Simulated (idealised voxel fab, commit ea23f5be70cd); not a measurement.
The following is a process module called voxel plated lines.
FYI the section here is cut, 230 nm wide, cells are 5 nm squares.
Cross-section = grid of square cells, listed top down in bands; band = one or more rows.
Within each band entry, the heights of the top and of the bottom of the band appear first, in that order and in nm; the materials of the band then follow from left to right, each with its corresponding width in nm. The designation "full width" on a single material indicates that it fills the band from edge to edge; the designation "blank" indicates empty space.
Ref level 0: as-received wafer is one material below here. Bottom band extends down with no lower bound ("top 0, no bottom").
Read "30..40" as a graded width: first number on top, second number at the bottom, same change between each pair of neighbouring rows.
Take "identical to before" at face value: in the step it is given for, the cross-section changed in none of its cells.
Closed empty spaces (no open way to the top) of 8 cells or more are what "Voids, sealed" lists, each as width x height at distance from the left edge, nm for all three.
Read whatever lies past the settings on a step's line as the simulator's own remark about the step.
overlay nm: mask right of planned place by this much (step with mask). Neg. = left.
# The process steps that were planned are listed below
step 1: RECEIVE (material Si)
step 2: CONFORMAL_DEP (material Al2O3; thk nm 5)
step 3: DIRECTIONAL_DEP (material TiN; thk nm 5)
step 4: PATTERN (tone open; mask id LINES; material resist; width nm 20; pitch nm 50; thk nm 25; overlay nm 0)
step 5: EPI (material Ru; thk nm 5)
step 6: EPI (material Ru; thk nm 10)
step 7: STRIP (etch materials resist)
step 8: DIRECTIONAL_ETCH (etch materials TiN; depth nm 5)
step 9: CONFORMAL_DEP (material SiN; thk nm 5)
# This is the cross-section of the wafer as we received it, i.e. after step 1
    top 0, no bottom = Si full width
    Voids, sealed: none
# Cross-sectional image of the first of two wafers at the end of the module, the run having proceeded as planned
    top 30, bottom 25 = blank 50 / SiN 30 / blank 20 / SiN 30 / blank 20 / SiN 30 / blank 50
    top 25, bottom 10 = blank 50 / SiN 5 / Ru 20 / SiN 5 / blank 20 / SiN 5 / Ru 20 / SiN 5 / blank 20 / SiN 5 / Ru 20 / SiN 5 / blank 50
    top 10, bottom 5 = SiN 55 / TiN 20 / SiN 30 / TiN 20 / SiN 30 / TiN 20 / SiN 55
    top 5, bottom 0 = Al2O3 full width
    top 0, no bottom = Si full width
    Voids, sealed: none
# Second wafer cross-section at end of module - shared start and plan with the first, one mistake in the run
    top 30, bottom 25 = blank 45 / SiN 30 / blank 20 / SiN 30 / blank 20 / SiN 30 / blank 55
    top 25, bottom 10 = blank 45 / SiN 5 / Ru 20 / SiN 5 / blank 20 / SiN 5 / Ru 20 / SiN 5 / blank 20 / SiN 5 / Ru 20 / SiN 5 / blank 55
    top 10, bottom 5 = SiN 50 / TiN 20 / SiN 30 / TiN 20 / SiN 30 / TiN 20 / SiN 60
    top 5, bottom 0 = Al2O3 full width
    top 0, no bottom = Si full width
    Voids, sealed: none
The plan and the run diverged here: step 4 did not happen as planned, as run it was PATTERN (tone open; mask id LINES; material resist; width nm 20; pitch nm 50; thk nm 25; overlay nm -5)
at the end the second wafer has, in cells: as many of each material as the first, in other places
